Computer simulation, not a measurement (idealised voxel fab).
This is a process module. Its name is voxel transistor to metal.
Cross-section cut: width 185 nm, square cells of 5 nm.
Cross-section spec: square-cell grid; bands listed top down; each band is one or more rows. Band: top height; bottom height; in nm. Then, left to right: material with width in nm, for each material. "all across": a single material spanning edge to edge. "blank": empty space. The level at which height equals 0 is the one under which the wafer, as it arrives, is entirely one material. No lower edge exists for the bottom band, which continues downward and is notated as in "0 and below". Per-row width for "30..40": begins at first number (top row of band), ends at second number (bottom row), increment between rows held constant. "no modifications" -> step changed no cross-section cell. If an empty space has no open way to the top and is at least 8 cells in size, "Fully closed voids" lists it, written width x height at distance, where distance is measured from the left edge and every value is in nm. On each step's line, the part that comes after the settings is the simulator's own comment on the step. You can add "overlay nm" to a step's line. For a step with a mask, it describes how far the mask lay to the right of its planned position, and a negative number describes a lay to the left.

## Process steps - plan
1 RECEIVE,material Si
2 CONFORMAL_DEP,material SiO2,thk nm 5
3 CONFORMAL_DEP,material SiN,thk nm 10
4 DIRECTIONAL_DEP,material aC,thk nm 10
5 PATTERN,tone cover,mask id ACTIVE,material resist,width nm 95,thk nm 30,overlay nm 0
6 DIRECTIONAL_ETCH,etch materials aC,depth nm 10
7 STRIP,etch materials resist
8 DIRECTIONAL_ETCH,etch materials SiN,depth nm 10
9 DIRECTIONAL_ETCH,etch materials SiO2,depth nm 5
10 DIRECTIONAL_ETCH,etch materials Si,depth nm 25
11 STRIP,etch materials aC
12 FILL_DEP,material SiO2,thk nm 15
13 CMP,height nm 15
14 SELECTIVE_ETCH,etch materials SiO2,depth nm 5
15 STRIP,etch materials SiN
16 SELECTIVE_ETCH,etch materials SiO2,depth nm 5
17 OXIDIZE,depth nm 5
18 DIRECTIONAL_DEP,material polySi,thk nm 25
19 DIRECTIONAL_DEP,material SiCN,thk nm 15
20 MASKED_ETCH,tone cover,mask id GATE,width nm 25,etch materials SiCN,depth nm 25,overlay nm 0
21 MASKED_ETCH,tone cover,mask id GATE,width nm 25,etch materials polySi,depth nm 35,overlay nm 0
22 CONFORMAL_DEP,material SiN,thk nm 5
23 DIRECTIONAL_ETCH,etch materials SiN,depth nm 5
24 DIRECTIONAL_ETCH,etch materials SiO2,depth nm 5
25 EPI,material SiGe,thk nm 5
26 FILL_DEP,material SiO2,thk nm 10
27 CMP,height nm 25
28 STRIP,etch materials polySi
29 SELECTIVE_ETCH,etch materials SiO2,depth nm 5
30 CONFORMAL_DEP,material HfO2,thk nm 5
31 CONFORMAL_DEP,material TiN,thk nm 5
32 FILL_DEP,material W,thk nm 10
33 CMP,height nm 20
34 DIRECTIONAL_DEP,material SiO2,thk nm 15
35 MASKED_ETCH,tone open,mask id CONTACT,width nm 15,pitch nm 70,etch materials SiO2,depth nm 35,overlay nm 0
36 CONFORMAL_DEP,material TiN,thk nm 5
37 FILL_DEP,material Ru,thk nm 5
38 CMP,height nm 35
39 DIRECTIONAL_DEP,material TiN,thk nm 5
40 DIRECTIONAL_DEP,material Ru,thk nm 15
41 MASKED_ETCH,tone cover,mask id METAL_1,width nm 15,pitch nm 70,etch materials Ru,depth nm 15,overlay nm 0
42 MASKED_ETCH,tone cover,mask id METAL_1,width nm 15,pitch nm 70,etch materials TiN,depth nm 5,overlay nm 0
43 CONFORMAL_DEP,material SiCN,thk nm 5
44 FILL_DEP,material lowk,thk nm 5
45 CMP,height nm 55
46 CONFORMAL_DEP,material SiCN,thk nm 5
47 DIRECTIONAL_DEP,material lowk,thk nm 25
48 DIRECTIONAL_DEP,material aC,thk nm 10
49 PATTERN,tone open,mask id METAL_2,material resist,width nm 15,pitch nm 70,thk nm 30,overlay nm 0
50 DIRECTIONAL_ETCH,etch materials aC,depth nm 10
51 STRIP,etch materials resist
52 DIRECTIONAL_ETCH,etch materials lowk,depth nm 15
53 STRIP,etch materials aC
54 MASKED_ETCH,tone open,mask id METAL_2_HOLES,width nm 15,pitch nm 70,etch materials lowk,depth nm 10,overlay nm 0
55 MASKED_ETCH,tone open,mask id METAL_2_HOLES,width nm 15,pitch nm 70,etch materials SiCN,depth nm 5,overlay nm 0
56 CONFORMAL_DEP,material TiN,thk nm 5
57 FILL_DEP,material Cu,thk nm 5
58 CMP,height nm 85
59 CONFORMAL_DEP,material SiCN,thk nm 5

## What follows covers the first of two wafers; it ran as planned

## Cross-section of the wafer at receipt, which is the condition after step 1
- 0 and below | Si all across
- Fully closed voids: none

## Cross-section: wafer state after step 2
- 5 down to 0 | SiO2 all across
- Everything below 0 is unchanged.

## Cross-section: wafer state after step 3
- 15 down to 5 | SiN all across
- Everything below 5 is unchanged.

## Cross-section: wafer state after step 4
- 25 down to 15 | aC all across
- Everything below 15 is unchanged.

## Cross-section: wafer state after step 5
- 55 down to 25 | blank: 45, resist: 95, blank: 45
- Everything below 25 is unchanged.

## Cross-section: wafer state after step 6
- 45 down to 25 | blank: 45, resist: 95, blank: 45
- 25 down to 15 | blank: 45, aC: 95, blank: 45
- Everything below 15 is unchanged.

## Cross-section: wafer state after step 7
- 25 down to 15 | blank: 45, aC: 95, blank: 45
- Everything below 15 is unchanged.

## Cross-section: wafer state after step 8
- 25 down to 15 | blank: 45, aC: 95, blank: 45
- 15 down to 5 | blank: 45, SiN: 95, blank: 45
- Everything below 5 is unchanged.

## Cross-section: wafer state after step 9
- 25 down to 15 | blank: 45, aC: 95, blank: 45
- 15 down to 5 | blank: 45, SiN: 95, blank: 45
- 5 down to 0 | blank: 45, SiO2: 95, blank: 45
- Everything below 0 is unchanged.

## Cross-section: wafer state after step 10
- 25 down to 15 | blank: 45, aC: 95, blank: 45
- 15 down to 5 | blank: 45, SiN: 95, blank: 45
- 5 down to 0 | blank: 45, SiO2: 95, blank: 45
- 0 down to -25 | blank: 45, Si: 95, blank: 45
- Everything below -25 is unchanged.

## Cross-section: wafer state after step 11
- 15 down to 5 | blank: 45, SiN: 95, blank: 45
- Everything below 5 is unchanged.

## Cross-section: wafer state after step 12
- 30 down to 15 | SiO2 all across
- 15 down to 5 | SiO2: 45, SiN: 95, SiO2: 45
- 5 down to 0 | SiO2 all across
- 0 down to -25 | SiO2: 45, Si: 95, SiO2: 45
- Everything below -25 is unchanged.

## Cross-section: wafer state after step 13
- 15 down to 5 | SiO2: 45, SiN: 95, SiO2: 45
- Everything below 5 is unchanged.

## Cross-section: wafer state after step 14
- 15 down to 10 | blank: 45, SiN: 95, blank: 45
- Everything below 10 is unchanged.

## Cross-section: wafer state after step 15
- 10 down to 5 | SiO2: 45, blank: 95, SiO2: 45
- Everything below 5 is unchanged.

## Cross-section: wafer state after step 16
- 5 down to 0 | SiO2: 40, blank: 105, SiO2: 40
- Everything below 0 is unchanged.

## Cross-section: wafer state after step 17
- 5 down to 0 | SiO2: 40, blank: 105, SiO2: 40
- 0 down to -5 | SiO2 all across
- Everything below -5 is unchanged.

## Cross-section: wafer state after step 18
- 30 down to 25 | polySi: 40, blank: 105, polySi: 40
- 25 down to 5 | polySi all across
- 5 down to 0 | SiO2: 40, polySi: 105, SiO2: 40
- Everything below 0 is unchanged.

## Cross-section: wafer state after step 19
- 45 down to 40 | SiCN: 40, blank: 105, SiCN: 40
- 40 down to 30 | SiCN all across
- 30 down to 25 | polySi: 40, SiCN: 105, polySi: 40
- Everything below 25 is unchanged.

## Cross-section: wafer state after step 20
- 40 down to 30 | blank: 80, SiCN: 25, blank: 80
- 30 down to 25 | polySi: 40, blank: 40, SiCN: 25, blank: 40, polySi: 40
- Everything below 25 is unchanged.

## Cross-section: wafer state after step 21
- 40 down to 25 | blank: 80, SiCN: 25, blank: 80
- 25 down to 5 | blank: 80, polySi: 25, blank: 80
- 5 down to 0 | SiO2: 40, blank: 40, polySi: 25, blank: 40, SiO2: 40
- Everything below 0 is unchanged.

## Cross-section: wafer state after step 22
- 45 down to 40 | blank: 75, SiN: 35, blank: 75
- 40 down to 25 | blank: 75, SiN: 5, SiCN: 25, SiN: 5, blank: 75
- 25 down to 10 | blank: 75, SiN: 5, polySi: 25, SiN: 5, blank: 75
- 10 down to 5 | SiN: 45, blank: 30, SiN: 5, polySi: 25, SiN: 5, blank: 30, SiN: 45
- 5 down to 0 | SiO2: 40, SiN: 40, polySi: 25, SiN: 40, SiO2: 40
- Everything below 0 is unchanged.

## Cross-section: wafer state after step 23
- 40 down to 25 | blank: 75, SiN: 5, SiCN: 25, SiN: 5, blank: 75
- 25 down to 5 | blank: 75, SiN: 5, polySi: 25, SiN: 5, blank: 75
- 5 down to 0 | SiO2: 40, SiN: 5, blank: 30, SiN: 5, polySi: 25, SiN: 5, blank: 30, SiN: 5, SiO2: 40
- Everything below 0 is unchanged.

## Cross-section: wafer state after step 24
- 40 down to 25 | blank: 75, SiN: 5, SiCN: 25, SiN: 5, blank: 75
- 25 down to 5 | blank: 75, SiN: 5, polySi: 25, SiN: 5, blank: 75
- 5 down to 0 | blank: 40, SiN: 5, blank: 30, SiN: 5, polySi: 25, SiN: 5, blank: 30, SiN: 5, blank: 40
- 0 down to -5 | SiO2: 45, blank: 30, SiO2: 35, blank: 30, SiO2: 45
- Everything below -5 is unchanged.

## Cross-section: wafer state after step 25
- 40 down to 25 | blank: 75, SiN: 5, SiCN: 25, SiN: 5, blank: 75
- 25 down to 5 | blank: 75, SiN: 5, polySi: 25, SiN: 5, blank: 75
- 5 down to 0 | blank: 40, SiN: 5, blank: 30, SiN: 5, polySi: 25, SiN: 5, blank: 30, SiN: 5, blank: 40
- 0 down to -5 | SiO2: 45, SiGe: 30, SiO2: 35, SiGe: 30, SiO2: 45
- Everything below -5 is unchanged.

## Cross-section: wafer state after step 26
- 50 down to 40 | SiO2 all across
- 40 down to 25 | SiO2: 75, SiN: 5, SiCN: 25, SiN: 5, SiO2: 75
- 25 down to 5 | SiO2: 75, SiN: 5, polySi: 25, SiN: 5, SiO2: 75
- 5 down to 0 | SiO2: 40, SiN: 5, SiO2: 30, SiN: 5, polySi: 25, SiN: 5, SiO2: 30, SiN: 5, SiO2: 40
- Everything below 0 is unchanged.

## Cross-section: wafer state after step 27
- 25 down to 5 | SiO2: 75, SiN: 5, polySi: 25, SiN: 5, SiO2: 75
- Everything below 5 is unchanged.

## Cross-section: wafer state after step 28
- 25 down to 5 | SiO2: 75, SiN: 5, blank: 25, SiN: 5, SiO2: 75
- 5 down to 0 | SiO2: 40, SiN: 5, SiO2: 30, SiN: 5, blank: 25, SiN: 5, SiO2: 30, SiN: 5, SiO2: 40
- Everything below 0 is unchanged.

## Cross-section: wafer state after step 29
- 25 down to 20 | blank: 75, SiN: 5, blank: 25, SiN: 5, blank: 75
- 20 down to 5 | SiO2: 75, SiN: 5, blank: 25, SiN: 5, SiO2: 75
- 5 down to 0 | SiO2: 40, SiN: 5, SiO2: 30, SiN: 5, blank: 25, SiN: 5, SiO2: 30, SiN: 5, SiO2: 40
- 0 down to -5 | SiO2: 45, SiGe: 30, blank: 35, SiGe: 30, SiO2: 45
- Everything below -5 is unchanged.

## Cross-section: wafer state after step 30
- 30 down to 25 | blank: 70, HfO2: 15, blank: 15, HfO2: 15, blank: 70
- 25 down to 20 | HfO2: 75, SiN: 5, HfO2: 5, blank: 15, HfO2: 5, SiN: 5, HfO2: 75
- 20 down to 5 | SiO2: 75, SiN: 5, HfO2: 5, blank: 15, HfO2: 5, SiN: 5, SiO2: 75
- 5 down to 0 | SiO2: 40, SiN: 5, SiO2: 30, SiN: 5, HfO2: 5, blank: 15, HfO2: 5, SiN: 5, SiO2: 30, SiN: 5, SiO2: 40
- 0 down to -5 | SiO2: 45, SiGe: 30, HfO2: 35, SiGe: 30, SiO2: 45
- Everything below -5 is unchanged.

## Cross-section: wafer state after step 31
- 35 down to 30 | blank: 65, TiN: 25, blank: 5, TiN: 25, blank: 65
- 30 down to 25 | TiN: 70, HfO2: 15, TiN: 5, blank: 5, TiN: 5, HfO2: 15, TiN: 70
- 25 down to 20 | HfO2: 75, SiN: 5, HfO2: 5, TiN: 5, blank: 5, TiN: 5, HfO2: 5, SiN: 5, HfO2: 75
- 20 down to 5 | SiO2: 75, SiN: 5, HfO2: 5, TiN: 5, blank: 5, TiN: 5, HfO2: 5, SiN: 5, SiO2: 75
- 5 down to 0 | SiO2: 40, SiN: 5, SiO2: 30, SiN: 5, HfO2: 5, TiN: 15, HfO2: 5, SiN: 5, SiO2: 30, SiN: 5, SiO2: 40
- Everything below 0 is unchanged.

## Cross-section: wafer state after step 32
- 45 down to 35 | W all across
- 35 down to 30 | W: 65, TiN: 25, W: 5, TiN: 25, W: 65
- 30 down to 25 | TiN: 70, HfO2: 15, TiN: 5, W: 5, TiN: 5, HfO2: 15, TiN: 70
- 25 down to 20 | HfO2: 75, SiN: 5, HfO2: 5, TiN: 5, W: 5, TiN: 5, HfO2: 5, SiN: 5, HfO2: 75
- 20 down to 5 | SiO2: 75, SiN: 5, HfO2: 5, TiN: 5, W: 5, TiN: 5, HfO2: 5, SiN: 5, SiO2: 75
- Everything below 5 is unchanged.

## Cross-section: wafer state after step 33
- 20 down to 5 | SiO2: 75, SiN: 5, HfO2: 5, TiN: 5, W: 5, TiN: 5, HfO2: 5, SiN: 5, SiO2: 75
- Everything below 5 is unchanged.

## Cross-section: wafer state after step 34
- 35 down to 20 | SiO2 all across
- Everything below 20 is unchanged.

## Cross-section: wafer state after step 35
- 35 down to 20 | SiO2: 50, blank: 15, SiO2: 55, blank: 15, SiO2: 50
- 20 down to 5 | SiO2: 50, blank: 15, SiO2: 10, SiN: 5, HfO2: 5, TiN: 5, W: 5, TiN: 5, HfO2: 5, SiN: 5, SiO2: 10, blank: 15, SiO2: 50
- 5 down to 0 | SiO2: 40, SiN: 5, SiO2: 5, blank: 15, SiO2: 10, SiN: 5, HfO2: 5, TiN: 15, HfO2: 5, SiN: 5, SiO2: 10, blank: 15, SiO2: 5, SiN: 5, SiO2: 40
- Everything below 0 is unchanged.

## Cross-section: wafer state after step 36
- 40 down to 35 | TiN: 55, blank: 5, TiN: 65, blank: 5, TiN: 55
- 35 down to 20 | SiO2: 50, TiN: 5, blank: 5, TiN: 5, SiO2: 55, TiN: 5, blank: 5, TiN: 5, SiO2: 50
- 20 down to 5 | SiO2: 50, TiN: 5, blank: 5, TiN: 5, SiO2: 10, SiN: 5, HfO2: 5, TiN: 5, W: 5, TiN: 5, HfO2: 5, SiN: 5, SiO2: 10, TiN: 5, blank: 5, TiN: 5, SiO2: 50
- 5 down to 0 | SiO2: 40, SiN: 5, SiO2: 5, TiN: 15, SiO2: 10, SiN: 5, HfO2: 5, TiN: 15, HfO2: 5, SiN: 5, SiO2: 10, TiN: 15, SiO2: 5, SiN: 5, SiO2: 40
- Everything below 0 is unchanged.

## Cross-section: wafer state after step 37
- 45 down to 40 | Ru all across
- 40 down to 35 | TiN: 55, Ru: 5, TiN: 65, Ru: 5, TiN: 55
- 35 down to 20 | SiO2: 50, TiN: 5, Ru: 5, TiN: 5, SiO2: 55, TiN: 5, Ru: 5, TiN: 5, SiO2: 50
- 20 down to 5 | SiO2: 50, TiN: 5, Ru: 5, TiN: 5, SiO2: 10, SiN: 5, HfO2: 5, TiN: 5, W: 5, TiN: 5, HfO2: 5, SiN: 5, SiO2: 10, TiN: 5, Ru: 5, TiN: 5, SiO2: 50
- Everything below 5 is unchanged.

## Cross-section: wafer state after step 38
- 35 down to 20 | SiO2: 50, TiN: 5, Ru: 5, TiN: 5, SiO2: 55, TiN: 5, Ru: 5, TiN: 5, SiO2: 50
- Everything below 20 is unchanged.

## Cross-section: wafer state after step 39
- 40 down to 35 | TiN all across
- Everything below 35 is unchanged.

## Cross-section: wafer state after step 40
- 55 down to 40 | Ru all across
- Everything below 40 is unchanged.

## Cross-section: wafer state after step 41
- 55 down to 40 | blank: 50, Ru: 15, blank: 55, Ru: 15, blank: 50
- Everything below 40 is unchanged.

## Cross-section: wafer state after step 42
- 55 down to 40 | blank: 50, Ru: 15, blank: 55, Ru: 15, blank: 50
- 40 down to 35 | blank: 50, TiN: 15, blank: 55, TiN: 15, blank: 50
- Everything below 35 is unchanged.

## Cross-section: wafer state after step 43
- 60 down to 55 | blank: 45, SiCN: 25, blank: 45, SiCN: 25, blank: 45
- 55 down to 40 | blank: 45, SiCN: 5, Ru: 15, SiCN: 5, blank: 45, SiCN: 5, Ru: 15, SiCN: 5, blank: 45
- 40 down to 35 | SiCN: 50, TiN: 15, SiCN: 55, TiN: 15, SiCN: 50
- Everything below 35 is unchanged.

## Cross-section: wafer state after step 44
- 65 down to 60 | lowk all across
- 60 down to 55 | lowk: 45, SiCN: 25, lowk: 45, SiCN: 25, lowk: 45
- 55 down to 40 | lowk: 45, SiCN: 5, Ru: 15, SiCN: 5, lowk: 45, SiCN: 5, Ru: 15, SiCN: 5, lowk: 45
- Everything below 40 is unchanged.

## Cross-section: wafer state after step 45
- 55 down to 40 | lowk: 45, SiCN: 5, Ru: 15, SiCN: 5, lowk: 45, SiCN: 5, Ru: 15, SiCN: 5, lowk: 45
- Everything below 40 is unchanged.

## Cross-section: wafer state after step 46
- 60 down to 55 | SiCN all across
- Everything below 55 is unchanged.

## Cross-section: wafer state after step 47
- 85 down to 60 | lowk all across
- Everything below 60 is unchanged.

## Cross-section: wafer state after step 48
- 95 down to 85 | aC all across
- Everything below 85 is unchanged.

## Cross-section: wafer state after step 49
- 125 down to 95 | resist: 50, blank: 15, resist: 55, blank: 15, resist: 50
- Everything below 95 is unchanged.

## Cross-section: wafer state after step 50
- 115 down to 95 | resist: 50, blank: 15, resist: 55, blank: 15, resist: 50
- 95 down to 85 | aC: 50, blank: 15, aC: 55, blank: 15, aC: 50
- Everything below 85 is unchanged.

## Cross-section: wafer state after step 51
- 95 down to 85 | aC: 50, blank: 15, aC: 55, blank: 15, aC: 50
- Everything below 85 is unchanged.

## Cross-section: wafer state after step 52
- 95 down to 85 | aC: 50, blank: 15, aC: 55, blank: 15, aC: 50
- 85 down to 70 | lowk: 50, blank: 15, lowk: 55, blank: 15, lowk: 50
- Everything below 70 is unchanged.

## Cross-section: wafer state after step 53
- 85 down to 70 | lowk: 50, blank: 15, lowk: 55, blank: 15, lowk: 50
- Everything below 70 is unchanged.

## Cross-section: wafer state after step 54
- 85 down to 60 | lowk: 50, blank: 15, lowk: 55, blank: 15, lowk: 50
- Everything below 60 is unchanged.

## Cross-section: wafer state after step 55
- 85 down to 60 | lowk: 50, blank: 15, lowk: 55, blank: 15, lowk: 50
- 60 down to 55 | SiCN: 50, blank: 15, SiCN: 55, blank: 15, SiCN: 50
- Everything below 55 is unchanged.

## Cross-section: wafer state after step 56
- 90 down to 85 | TiN: 55, blank: 5, TiN: 65, blank: 5, TiN: 55
- 85 down to 60 | lowk: 50, TiN: 5, blank: 5, TiN: 5, lowk: 55, TiN: 5, blank: 5, TiN: 5, lowk: 50
- 60 down to 55 | SiCN: 50, TiN: 15, SiCN: 55, TiN: 15, SiCN: 50
- Everything below 55 is unchanged.

## Cross-section: wafer state after step 57
- 95 down to 90 | Cu all across
- 90 down to 85 | TiN: 55, Cu: 5, TiN: 65, Cu: 5, TiN: 55
- 85 down to 60 | lowk: 50, TiN: 5, Cu: 5, TiN: 5, lowk: 55, TiN: 5, Cu: 5, TiN: 5, lowk: 50
- Everything below 60 is unchanged.

## Cross-section: wafer state after step 58
- 85 down to 60 | lowk: 50, TiN: 5, Cu: 5, TiN: 5, lowk: 55, TiN: 5, Cu: 5, TiN: 5, lowk: 50
- Everything below 60 is unchanged.

## Cross-section: wafer state after step 59
- 90 down to 85 | SiCN all across
- Everything below 85 is unchanged.

## Second of two: same start, same plan, one run error; steps up to and including 39 match the first

## Cross-sectional view of the second wafer at the intended end time of process step 40
- 55 down to 40 | aC all across
- Everything below 40 is unchanged.

Cross-sectional view of the second wafer at the intended end time of process step 41: no modifications

Cross-sectional view of the second wafer at the intended end time of process step 42: no modifications

## Cross-sectional view of the second wafer at the intended end time of process step 43
- 60 down to 55 | SiCN all across
- Everything below 55 is unchanged.

## Cross-sectional view of the second wafer at the intended end time of process step 44
- 65 down to 60 | lowk all across
- Everything below 60 is unchanged.

## Cross-sectional view of the second wafer at the intended end time of process step 45
- 55 down to 40 | aC all across
- Everything below 40 is unchanged.

## Cross-sectional view of the second wafer at the intended end time of process step 46
- 60 down to 55 | SiCN all across
- Everything below 55 is unchanged.

## Cross-sectional view of the second wafer at the intended end time of process step 47
- 85 down to 60 | lowk all across
- Everything below 60 is unchanged.

## Cross-sectional view of the second wafer at the intended end time of process step 48
- 95 down to 85 | aC all across
- Everything below 85 is unchanged.

## Cross-sectional view of the second wafer at the intended end time of process step 49
- 125 down to 95 | resist: 50, blank: 15, resist: 55, blank: 15, resist: 50
- Everything below 95 is unchanged.

## Cross-sectional view of the second wafer at the intended end time of process step 50
- 115 down to 95 | resist: 50, blank: 15, resist: 55, blank: 15, resist: 50
- 95 down to 85 | aC: 50, blank: 15, aC: 55, blank: 15, aC: 50
- Everything below 85 is unchanged.

## Cross-sectional view of the second wafer at the intended end time of process step 51
- 95 down to 85 | aC: 50, blank: 15, aC: 55, blank: 15, aC: 50
- Everything below 85 is unchanged.

## Cross-sectional view of the second wafer at the intended end time of process step 52
- 95 down to 85 | aC: 50, blank: 15, aC: 55, blank: 15, aC: 50
- 85 down to 70 | lowk: 50, blank: 15, lowk: 55, blank: 15, lowk: 50
- Everything below 70 is unchanged.

## Cross-sectional view of the second wafer at the intended end time of process step 53
- 85 down to 70 | lowk: 50, blank: 15, lowk: 55, blank: 15, lowk: 50
- Everything below 70 is unchanged.

## Cross-sectional view of the second wafer at the intended end time of process step 54
- 85 down to 60 | lowk: 50, blank: 15, lowk: 55, blank: 15, lowk: 50
- Everything below 60 is unchanged.

## Cross-sectional view of the second wafer at the intended end time of process step 55
- 85 down to 60 | lowk: 50, blank: 15, lowk: 55, blank: 15, lowk: 50
- 60 down to 55 | SiCN: 50, blank: 15, SiCN: 55, blank: 15, SiCN: 50
- Everything below 55 is unchanged.

## Cross-sectional view of the second wafer at the intended end time of process step 56
- 90 down to 85 | TiN: 55, blank: 5, TiN: 65, blank: 5, TiN: 55
- 85 down to 60 | lowk: 50, TiN: 5, blank: 5, TiN: 5, lowk: 55, TiN: 5, blank: 5, TiN: 5, lowk: 50
- 60 down to 55 | SiCN: 50, TiN: 15, SiCN: 55, TiN: 15, SiCN: 50
- Everything below 55 is unchanged.

## Cross-sectional view of the second wafer at the intended end time of process step 57
- 95 down to 90 | Cu all across
- 90 down to 85 | TiN: 55, Cu: 5, TiN: 65, Cu: 5, TiN: 55
- 85 down to 60 | lowk: 50, TiN: 5, Cu: 5, TiN: 5, lowk: 55, TiN: 5, Cu: 5, TiN: 5, lowk: 50
- Everything below 60 is unchanged.

## Cross-sectional view of the second wafer at the intended end time of process step 58
- 85 down to 60 | lowk: 50, TiN: 5, Cu: 5, TiN: 5, lowk: 55, TiN: 5, Cu: 5, TiN: 5, lowk: 50
- Everything below 60 is unchanged.

## Cross-sectional view of the second wafer at the intended end time of process step 59
- 90 down to 85 | SiCN all across
- Everything below 85 is unchanged.
It is concluded that the wafer was processed incorrectly with respect to the plan, in that heads up, step 40 didn't go per plan, it actually ran as DIRECTIONAL_DEP,material aC,thk nm 15
The closing comparison, in cells, has the second wafer with more or fewer of some materials than the first: Ru: 18 fewer | SiCN: 43 fewer | TiN: 31 more | aC: 111 more | lowk: 81 fewer
